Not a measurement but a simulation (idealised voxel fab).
Herein follows the process module entitled voxel self aligned vias.
Xsec cut, 150 nm wide, square cell size 5 nm.
Reading order for cross-sections: top band down to bottom band. Underlying form: a grid of square cells. Band size: one or more rows of cells.
First you get the band's top height and its bottom height, in nm, and then the materials it's made of, left to right, with each width in nm. If you see a single material with "full width", that one covers the band edge to edge. "empty" is empty space.
Heights are expressed relative to 0, this being the level below which the as-received wafer comprises one material exclusively. The lowest band is unbounded in the downward direction and is denoted as in "0 and below".
Note: "30->40" means the width goes from the first number (top row of the band) to the second number (bottom row) in equal steps per row of cells.
Key: "remained the same" - step with no changed cell in the cross-section.
"Internal closed voids": sealed empty spaces, 8 cells or more, no open way to top, listed width x height at distance, with distance from the left edge and width, height and distance in nm.
Past the settings on a step's line: simulator remark, on that step.
The line of a step may include "overlay nm". On a step with a mask, this value is how far to the right of its planned place the mask lay. A negative value means the mask lay to the left.

Steps in the process plan
1,RECEIVE: material Si
2,CONFORMAL_DEP: material SiO2, thk nm 10
3,CONFORMAL_DEP: material SiCN, thk nm 5
4,DIRECTIONAL_DEP: material lowk, thk nm 20
5,DIRECTIONAL_DEP: material aC, thk nm 15
6,PATTERN: tone open, mask id LINES, material resist, width nm 20, pitch nm 65, thk nm 30, overlay nm 0
7,DIRECTIONAL_ETCH: etch materials aC, depth nm 15
8,STRIP: etch materials resist
9,DIRECTIONAL_ETCH: etch materials lowk, depth nm 20
10,STRIP: etch materials aC
11,CONFORMAL_DEP: material TiN, thk nm 5
12,FILL_DEP: material Ru, thk nm 10
13,CMP: height nm 35
14,SELECTIVE_ETCH: etch materials W Ru TiN, depth nm 10
15,FILL_DEP: material SiN, thk nm 10
16,CMP: height nm 35
17,DIRECTIONAL_DEP: material lowk, thk nm 20
18,PATTERN: tone open, mask id VIAS, material resist, width nm 40, thk nm 20, overlay nm 0
19,DIRECTIONAL_ETCH: etch materials lowk, depth nm 20
20,DIRECTIONAL_ETCH: etch materials SiN, depth nm 10
21,STRIP: etch materials resist
22,CONFORMAL_DEP: material TiN, thk nm 5
23,FILL_DEP: material Ru, thk nm 10
24,CMP: height nm 55
25,CONFORMAL_DEP: material SiN, thk nm 5
Among the wafers covered here, the point of difference is the width nm at step 6; their starting state is shared, and the plan presents the value of the first wafer.

Cut through the first of several wafers as received, post step 1
0 and below: Si full width
Internal closed voids: none

Quick key for the table: a row per wafer, taken at the end of the module. For each material it tells you how many cells the wafer gained (+) or lost (-) since it came in, and the closed voids come after
width nm 20, +26 Ru, +30 SiCN, +38 SiN, +60 SiO2, +30 TiN, +176 lowk, Internal closed voids: none
width nm 25, +30 Ru, +30 SiCN, +40 SiN, +60 SiO2, +32 TiN, +168 lowk, Internal closed voids: none
width nm 30, +34 Ru, +30 SiCN, +42 SiN, +60 SiO2, +34 TiN, +160 lowk, Internal closed voids: none
width nm 35, +38 Ru, +30 SiCN, +44 SiN, +60 SiO2, +36 TiN, +152 lowk, Internal closed voids: none
width nm 40, +42 Ru, +30 SiCN, +46 SiN, +60 SiO2, +38 TiN, +144 lowk, Internal closed voids: none
width nm 45, +44 Ru, +30 SiCN, +50 SiN, +60 SiO2, +40 TiN, +136 lowk, Internal closed voids: none
